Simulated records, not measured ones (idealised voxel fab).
The process module presented herein is designated voxel air gaps.
The cross-section shown here is cut; it is 290 nm wide and divided into square cells measuring 5 nm on a side.
Bands, listed from the top down, are how a cross-section gets written in this document; the cross-section itself is a grid of square cells, and a band is one or more rows of them.
Heights first: top, then bottom, in nm. Then materials, left to right, each with a width in nm. "full width" on a single material: fills the band edge to edge. "blank": empty space.
For the purposes of this specification, 0 denotes the height below which the wafer in its as-received condition is composed wholly of one material, and the lowermost band, lacking a lower limit, extends downward without end, as expressed in "z 0 and below".
Graded width ("30->40"): value in top row of band = first number; value in bottom row = second number; row-to-row change constant.
No cell of the cross-section changed in a step that is given as "remained unchanged".
The entry titled "Sealed voids" provides the empty spaces that have no open way to the top, restricted to those of 8 cells or more. Each is presented as width x height at distance, the distance being measured from the left edge, with all three in nm.
Past the settings on a step's line: simulator remark, on that step.
A step line may carry the setting "overlay nm", which, for steps involving a mask, states the distance by which the mask lay to the right of its intended position; negative values denote displacement to the left.

# List of planned process steps
1 RECEIVE (material Si)
2 CONFORMAL_DEP (material SiO2; thk nm 15)
3 CONFORMAL_DEP (material SiN; thk nm 5)
4 DIRECTIONAL_DEP (material SiO2; thk nm 30)
5 PATTERN (tone open; mask id LINES; material resist; width nm 25; pitch nm 50; thk nm 15; overlay nm 0)
6 DIRECTIONAL_ETCH (etch materials SiO2; depth nm 40)
7 STRIP (etch materials resist)
8 CONFORMAL_DEP (material TiN; thk nm 5)
9 FILL_DEP (material Ru; thk nm 5)
10 CMP (height nm 60)
11 EPI (material Ru; thk nm 10)
12 SELECTIVE_ETCH (etch materials SiO2; depth nm 50)
13 CONFORMAL_DEP (material SiCN; thk nm 5)
For clarity, it should be stated that the wafers under discussion commence in an identical condition and differ with respect to the thk nm of step 4, the plan indicating the value that the first wafer had.

# As-received cross-section, first of several wafers, post step 1
* z 0 and below: Si full width
* Sealed voids: none

# What follows is a table in which each wafer occupies a row; for the wafer as it stands at the close of the module, the row states, material by material, how many cells have been gained (+) or lost (-) since receipt, and then gives its closed voids
thk nm 30, +228 Ru, +58 SiCN, +58 SiN, +432 SiO2, +94 TiN, Sealed voids: none
thk nm 35, +179 Ru, +58 SiCN, +58 SiN, +475 SiO2, +100 TiN, Sealed voids: none
thk nm 40, +117 Ru, +134 SiCN, +58 SiN, +174 SiO2, +57 TiN, Sealed voids: 15 x 30 at 110; 15 x 30 at 160
